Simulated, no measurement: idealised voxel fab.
Presented below is a process module, voxel self aligned vias.
Section cut is 140 nm wide and gridded with 5 nm square cells.
Just so we're on the same page, the cross-sections are grids of square cells, and they're listed out in bands top to bottom, each band one or more rows deep. First you get the band's top height and its bottom height, in nm, and then the materials it's made of, left to right, with each width in nm. If you see a single material with "edge to edge", that one covers the band edge to edge. "blank" is empty space. The level at which height equals 0 is the one under which the wafer, as it arrives, is entirely one material. No lower edge exists for the bottom band, which continues downward and is notated as in "0 down". You'd read "30->40" like this: the band's top row of cells is as wide as the first number, its bottom row is as wide as the second, and going down, every row changes width by the same amount as the row before did. Reading "stayed the same" for a step: not a cell of the cross-section changed in it. In "Trapped voids" the enclosed voids are listed, meaning empty spaces of 8 cells or larger without any opening to the top. The form is width x height at distance, distance from the left edge, units nm. If you see something after the settings on a step's line, that's the simulator's own remark about that step. Each step line may optionally specify "overlay nm", which for a step with a mask gives the rightward distance between the mask's planned place and where it lay, a negative value indicating the leftward direction.

Planned step list for the process:
- 1: RECEIVE with material Si
- 2: CONFORMAL_DEP with material SiO2, thk nm 10
- 3: CONFORMAL_DEP with material SiCN, thk nm 5
- 4: DIRECTIONAL_DEP with material lowk, thk nm 30
- 5: PATTERN with tone open, mask id LINES, material resist, width nm 30, pitch nm 55, thk nm 20, overlay nm 0
- 6: DIRECTIONAL_ETCH with etch materials lowk, depth nm 30
- 7: STRIP with etch materials resist
- 8: CONFORMAL_DEP with material TiN, thk nm 5
- 9: FILL_DEP with material W, thk nm 10
- 10: CMP with height nm 45
- 11: SELECTIVE_ETCH with etch materials W Ru TiN, depth nm 5
- 12: FILL_DEP with material SiN, thk nm 5
- 13: CMP with height nm 45
- 14: DIRECTIONAL_DEP with material lowk, thk nm 20
- 15: DIRECTIONAL_DEP with material aC, thk nm 15
- 16: PATTERN with tone open, mask id VIAS, material resist, width nm 40, thk nm 30, overlay nm 0
- 17: DIRECTIONAL_ETCH with etch materials aC, depth nm 15
- 18: STRIP with etch materials resist
- 19: DIRECTIONAL_ETCH with etch materials lowk, depth nm 20
- 20: DIRECTIONAL_ETCH with etch materials SiN, depth nm 5
- 21: STRIP with etch materials aC
- 22: CONFORMAL_DEP with material TiN, thk nm 5
- 23: FILL_DEP with material W, thk nm 5
- 24: CMP with height nm 65
- 25: CONFORMAL_DEP with material SiN, thk nm 5

First of the two wafers, run per plan:

Cross-section: wafer on arrival = after step 1:
    0 down: Si edge to edge
    Trapped voids: none

So this is the wafer cross-section right after step 2:
    10 to 0: SiO2 edge to edge
    Whatever lies below 0 is exactly as it was before.

So this is the wafer cross-section right after step 3:
    15 to 10: SiCN edge to edge
    Whatever lies below 10 is exactly as it was before.

So this is the wafer cross-section right after step 4:
    45 to 15: lowk edge to edge
    Whatever lies below 15 is exactly as it was before.

So this is the wafer cross-section right after step 5:
    65 to 45: resist (25) / blank (30) / resist (25) / blank (30) / resist (30)
    Whatever lies below 45 is exactly as it was before.

So this is the wafer cross-section right after step 6:
    65 to 45: resist (25) / blank (30) / resist (25) / blank (30) / resist (30)
    45 to 15: lowk (25) / blank (30) / lowk (25) / blank (30) / lowk (30)
    Whatever lies below 15 is exactly as it was before.

So this is the wafer cross-section right after step 7:
    45 to 15: lowk (25) / blank (30) / lowk (25) / blank (30) / lowk (30)
    Whatever lies below 15 is exactly as it was before.

So this is the wafer cross-section right after step 8:
    50 to 45: TiN (30) / blank (20) / TiN (35) / blank (20) / TiN (35)
    45 to 20: lowk (25) / TiN (5) / blank (20) / TiN (5) / lowk (25) / TiN (5) / blank (20) / TiN (5) / lowk (30)
    20 to 15: lowk (25) / TiN (30) / lowk (25) / TiN (30) / lowk (30)
    Whatever lies below 15 is exactly as it was before.

So this is the wafer cross-section right after step 9:
    60 to 50: W edge to edge
    50 to 45: TiN (30) / W (20) / TiN (35) / W (20) / TiN (35)
    45 to 20: lowk (25) / TiN (5) / W (20) / TiN (5) / lowk (25) / TiN (5) / W (20) / TiN (5) / lowk (30)
    Whatever lies below 20 is exactly as it was before.

So this is the wafer cross-section right after step 10:
    45 to 20: lowk (25) / TiN (5) / W (20) / TiN (5) / lowk (25) / TiN (5) / W (20) / TiN (5) / lowk (30)
    Whatever lies below 20 is exactly as it was before.

So this is the wafer cross-section right after step 11:
    45 to 40: lowk (25) / blank (30) / lowk (25) / blank (30) / lowk (30)
    Whatever lies below 40 is exactly as it was before.

So this is the wafer cross-section right after step 12:
    50 to 45: SiN edge to edge
    45 to 40: lowk (25) / SiN (30) / lowk (25) / SiN (30) / lowk (30)
    Whatever lies below 40 is exactly as it was before.

So this is the wafer cross-section right after step 13:
    45 to 40: lowk (25) / SiN (30) / lowk (25) / SiN (30) / lowk (30)
    Whatever lies below 40 is exactly as it was before.

So this is the wafer cross-section right after step 14:
    65 to 45: lowk edge to edge
    Whatever lies below 45 is exactly as it was before.

So this is the wafer cross-section right after step 15:
    80 to 65: aC edge to edge
    Whatever lies below 65 is exactly as it was before.

So this is the wafer cross-section right after step 16:
    110 to 80: resist (20) / blank (40) / resist (80)
    Whatever lies below 80 is exactly as it was before.

So this is the wafer cross-section right after step 17:
    95 to 80: resist (20) / blank (40) / resist (80)
    80 to 65: aC (20) / blank (40) / aC (80)
    Whatever lies below 65 is exactly as it was before.

So this is the wafer cross-section right after step 18:
    80 to 65: aC (20) / blank (40) / aC (80)
    Whatever lies below 65 is exactly as it was before.

So this is the wafer cross-section right after step 19:
    80 to 65: aC (20) / blank (40) / aC (80)
    65 to 45: lowk (20) / blank (40) / lowk (80)
    Whatever lies below 45 is exactly as it was before.

So this is the wafer cross-section right after step 20:
    80 to 65: aC (20) / blank (40) / aC (80)
    65 to 45: lowk (20) / blank (40) / lowk (80)
    45 to 40: lowk (25) / blank (30) / lowk (25) / SiN (30) / lowk (30)
    Whatever lies below 40 is exactly as it was before.

So this is the wafer cross-section right after step 21:
    65 to 45: lowk (20) / blank (40) / lowk (80)
    Whatever lies below 45 is exactly as it was before.

So this is the wafer cross-section right after step 22:
    70 to 65: TiN (25) / blank (30) / TiN (85)
    65 to 50: lowk (20) / TiN (5) / blank (30) / TiN (5) / lowk (80)
    50 to 45: lowk (20) / TiN (10) / blank (20) / TiN (10) / lowk (80)
    45 to 40: lowk (25) / TiN (30) / lowk (25) / SiN (30) / lowk (30)
    Whatever lies below 40 is exactly as it was before.

So this is the wafer cross-section right after step 23:
    75 to 70: W edge to edge
    70 to 65: TiN (25) / W (30) / TiN (85)
    65 to 50: lowk (20) / TiN (5) / W (30) / TiN (5) / lowk (80)
    50 to 45: lowk (20) / TiN (10) / W (20) / TiN (10) / lowk (80)
    Whatever lies below 45 is exactly as it was before.

So this is the wafer cross-section right after step 24:
    65 to 50: lowk (20) / TiN (5) / W (30) / TiN (5) / lowk (80)
    Whatever lies below 50 is exactly as it was before.

So this is the wafer cross-section right after step 25:
    70 to 65: SiN edge to edge
    Whatever lies below 65 is exactly as it was before.

second wafer: like start, like plan, one mistake. Through step 2 it matches the first wafer:

Cross-section: second wafer, time at which step 3 was scheduled to end:
    40 to 10: lowk edge to edge
    Whatever lies below 10 is exactly as it was before.

Cross-section: second wafer, time at which step 4 was scheduled to end:
    45 to 40: SiCN edge to edge
    Whatever lies below 40 is exactly as it was before.

Cross-section: second wafer, time at which step 5 was scheduled to end:
    65 to 45: resist (25) / blank (30) / resist (25) / blank (30) / resist (30)
    Whatever lies below 45 is exactly as it was before.

Cross-section: second wafer, time at which step 6 was scheduled to end: stayed the same

Cross-section: second wafer, time at which step 7 was scheduled to end:
    45 to 40: SiCN edge to edge
    Whatever lies below 40 is exactly as it was before.

Cross-section: second wafer, time at which step 8 was scheduled to end:
    50 to 45: TiN edge to edge
    Whatever lies below 45 is exactly as it was before.

Cross-section: second wafer, time at which step 9 was scheduled to end:
    60 to 50: W edge to edge
    Whatever lies below 50 is exactly as it was before.

Cross-section: second wafer, time at which step 10 was scheduled to end:
    45 to 40: SiCN edge to edge
    Whatever lies below 40 is exactly as it was before.

Cross-section: second wafer, time at which step 11 was scheduled to end: stayed the same

Cross-section: second wafer, time at which step 12 was scheduled to end:
    50 to 45: SiN edge to edge
    Whatever lies below 45 is exactly as it was before.

Cross-section: second wafer, time at which step 13 was scheduled to end:
    45 to 40: SiCN edge to edge
    Whatever lies below 40 is exactly as it was before.

Cross-section: second wafer, time at which step 14 was scheduled to end:
    65 to 45: lowk edge to edge
    Whatever lies below 45 is exactly as it was before.

Cross-section: second wafer, time at which step 15 was scheduled to end:
    80 to 65: aC edge to edge
    Whatever lies below 65 is exactly as it was before.

Cross-section: second wafer, time at which step 16 was scheduled to end:
    110 to 80: resist (20) / blank (40) / resist (80)
    Whatever lies below 80 is exactly as it was before.

Cross-section: second wafer, time at which step 17 was scheduled to end:
    95 to 80: resist (20) / blank (40) / resist (80)
    80 to 65: aC (20) / blank (40) / aC (80)
    Whatever lies below 65 is exactly as it was before.

Cross-section: second wafer, time at which step 18 was scheduled to end:
    80 to 65: aC (20) / blank (40) / aC (80)
    Whatever lies below 65 is exactly as it was before.

Cross-section: second wafer, time at which step 19 was scheduled to end:
    80 to 65: aC (20) / blank (40) / aC (80)
    65 to 45: lowk (20) / blank (40) / lowk (80)
    Whatever lies below 45 is exactly as it was before.

Cross-section: second wafer, time at which step 20 was scheduled to end: stayed the same

Cross-section: second wafer, time at which step 21 was scheduled to end:
    65 to 45: lowk (20) / blank (40) / lowk (80)
    Whatever lies below 45 is exactly as it was before.

Cross-section: second wafer, time at which step 22 was scheduled to end:
    70 to 65: TiN (25) / blank (30) / TiN (85)
    65 to 50: lowk (20) / TiN (5) / blank (30) / TiN (5) / lowk (80)
    50 to 45: lowk (20) / TiN (40) / lowk (80)
    Whatever lies below 45 is exactly as it was before.

Cross-section: second wafer, time at which step 23 was scheduled to end:
    75 to 70: W edge to edge
    70 to 65: TiN (25) / W (30) / TiN (85)
    65 to 50: lowk (20) / TiN (5) / W (30) / TiN (5) / lowk (80)
    Whatever lies below 50 is exactly as it was before.

Cross-section: second wafer, time at which step 24 was scheduled to end:
    65 to 50: lowk (20) / TiN (5) / W (30) / TiN (5) / lowk (80)
    Whatever lies below 50 is exactly as it was before.

Cross-section: second wafer, time at which step 25 was scheduled to end:
    70 to 65: SiN edge to edge
    Whatever lies below 65 is exactly as it was before.
Diagnosis: steps 3 and 4 traded places in the executed sequence
Upon completion, the second wafer contains, in terms of cells, a greater or smaller amount of certain materials than the first wafer: SiN: 6 fewer; TiN: 30 fewer; W: 36 fewer; lowk: 72 more
